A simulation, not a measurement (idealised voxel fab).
Process module name: voxel released beams
FYI the section here is cut, 260 nm wide, cells are 5 nm squares.
In this document a cross-section is written as a grid of square cells. It is given as a series of bands, listed from the top down, and a band is one or more rows of cells.
This entry defines a band. It first specifies the height of the band's top and the height of its bottom in nm, and then specifies the band's materials from left to right, stating each material with its width in nm. The word "throughout" identifies a single material that fills the band from edge to edge, while the word "blank" identifies empty space.
Where do heights start? At 0: under that level the wafer as delivered is made of one material only. And the lowest band has no floor; it just carries on downward, as in "from 0 down".
The width entry "30..40" should be interpreted row by row: the top row of cells in the band takes the first number, the bottom row takes the second number, and the change between adjacent rows is uniform throughout.
Step note "nothing was modified" = no cross-section cell changed.
Any empty space of 8 cells or more lacking an open way to the top shows up in "Enclosed void inventory" as width x height at distance, distance from the left edge, in nm.
Anything after a step's settings on that line? It's the simulator's own note about the step.
overlay nm: step with mask; distance mask lay right of planned place; negative value = left of planned place.

# The following list gives the planned process steps
- 1: RECEIVE | material Si
- 2: CONFORMAL_DEP | material SiN | thk nm 10
- 3: DIRECTIONAL_DEP | material SiO2 | thk nm 10
- 4: MASKED_ETCH | tone open | mask id ANCHOR | width nm 40 | etch materials SiO2 | depth nm 10 | overlay nm 0
- 5: CONFORMAL_DEP | material TiN | thk nm 15
- 6: DIRECTIONAL_DEP | material aC | thk nm 15
- 7: PATTERN | tone cover | mask id BEAM | material resist | width nm 110 | thk nm 30 | overlay nm 0
- 8: DIRECTIONAL_ETCH | etch materials aC | depth nm 15
- 9: STRIP | etch materials resist
- 10: DIRECTIONAL_ETCH | etch materials TiN | depth nm 15
- 11: STRIP | etch materials aC
- 12: STRIP | etch materials SiO2

# Concerning the first of two wafers, which was run in accordance with the plan

# Wafer as received: cross-section following step 1
from 0 down: Si throughout
Enclosed void inventory: none

# Wafer xsec, post step 2
from 10 to 0: SiN throughout
Everything below 0 is unchanged.

# Wafer xsec, post step 3
from 20 to 10: SiO2 throughout
Everything below 10 is unchanged.

# Wafer xsec, post step 4
from 20 to 10: SiO2 (75)  blank (40)  SiO2 (145)
Everything below 10 is unchanged.

# Wafer xsec, post step 5
from 35 to 25: TiN (90)  blank (10)  TiN (160)
from 25 to 20: TiN throughout
from 20 to 10: SiO2 (75)  TiN (40)  SiO2 (145)
Everything below 10 is unchanged.

# Wafer xsec, post step 6
from 50 to 40: aC (90)  blank (10)  aC (160)
from 40 to 35: aC throughout
from 35 to 25: TiN (90)  aC (10)  TiN (160)
Everything below 25 is unchanged.

# Wafer xsec, post step 7
from 80 to 50: blank (70)  resist (110)  blank (80)
from 50 to 40: aC (90)  resist (10)  aC (160)
Everything below 40 is unchanged.

# Wafer xsec, post step 8
from 65 to 50: blank (70)  resist (110)  blank (80)
from 50 to 40: blank (70)  aC (20)  resist (10)  aC (80)  blank (80)
from 40 to 35: blank (70)  aC (110)  blank (80)
Everything below 35 is unchanged.

# Wafer xsec, post step 9
from 50 to 40: blank (70)  aC (20)  blank (10)  aC (80)  blank (80)
Everything below 40 is unchanged.

# Wafer xsec, post step 10
from 50 to 40: blank (70)  aC (20)  blank (10)  aC (80)  blank (80)
from 40 to 35: blank (70)  aC (110)  blank (80)
from 35 to 25: blank (70)  TiN (20)  aC (10)  TiN (80)  blank (80)
from 25 to 20: blank (70)  TiN (110)  blank (80)
Everything below 20 is unchanged.

# Wafer xsec, post step 11
from 35 to 25: blank (70)  TiN (20)  blank (10)  TiN (80)  blank (80)
Everything below 25 is unchanged.

# Wafer xsec, post step 12
from 35 to 25: blank (70)  TiN (20)  blank (10)  TiN (80)  blank (80)
from 25 to 20: blank (70)  TiN (110)  blank (80)
from 20 to 10: blank (75)  TiN (40)  blank (145)
Everything below 10 is unchanged.

# Second wafer. Start and plan as for the first. One mistake made in running. Agrees with the first up to and including step 6

# Second wafer: cross-section at the scheduled end of step 7
from 80 to 50: blank (80)  resist (110)  blank (70)
from 50 to 40: aC (90)  resist (10)  aC (160)
Everything below 40 is unchanged.

# Second wafer: cross-section at the scheduled end of step 8
from 65 to 50: blank (80)  resist (110)  blank (70)
from 50 to 40: blank (80)  aC (10)  resist (10)  aC (90)  blank (70)
from 40 to 35: blank (80)  aC (110)  blank (70)
Everything below 35 is unchanged.

# Second wafer: cross-section at the scheduled end of step 9
from 50 to 40: blank (80)  aC (10)  blank (10)  aC (90)  blank (70)
Everything below 40 is unchanged.

# Second wafer: cross-section at the scheduled end of step 10
from 50 to 40: blank (80)  aC (10)  blank (10)  aC (90)  blank (70)
from 40 to 35: blank (80)  aC (110)  blank (70)
from 35 to 25: blank (80)  TiN (10)  aC (10)  TiN (90)  blank (70)
from 25 to 20: blank (80)  TiN (110)  blank (70)
Everything below 20 is unchanged.

# Second wafer: cross-section at the scheduled end of step 11
from 35 to 25: blank (80)  TiN (10)  blank (10)  TiN (90)  blank (70)
Everything below 25 is unchanged.

# Second wafer: cross-section at the scheduled end of step 12
from 35 to 25: blank (80)  TiN (10)  blank (10)  TiN (90)  blank (70)
from 25 to 20: blank (80)  TiN (110)  blank (70)
from 20 to 10: blank (75)  TiN (40)  blank (145)
Everything below 10 is unchanged.
Deviation from plan: step 7 was not run as planned; what actually ran was PATTERN | tone cover | mask id BEAM | material resist | width nm 110 | thk nm 30 | overlay nm 10
Upon completion, the cell count for each material on the second wafer equals that on the first, whereas the spatial distribution of those cells differs.
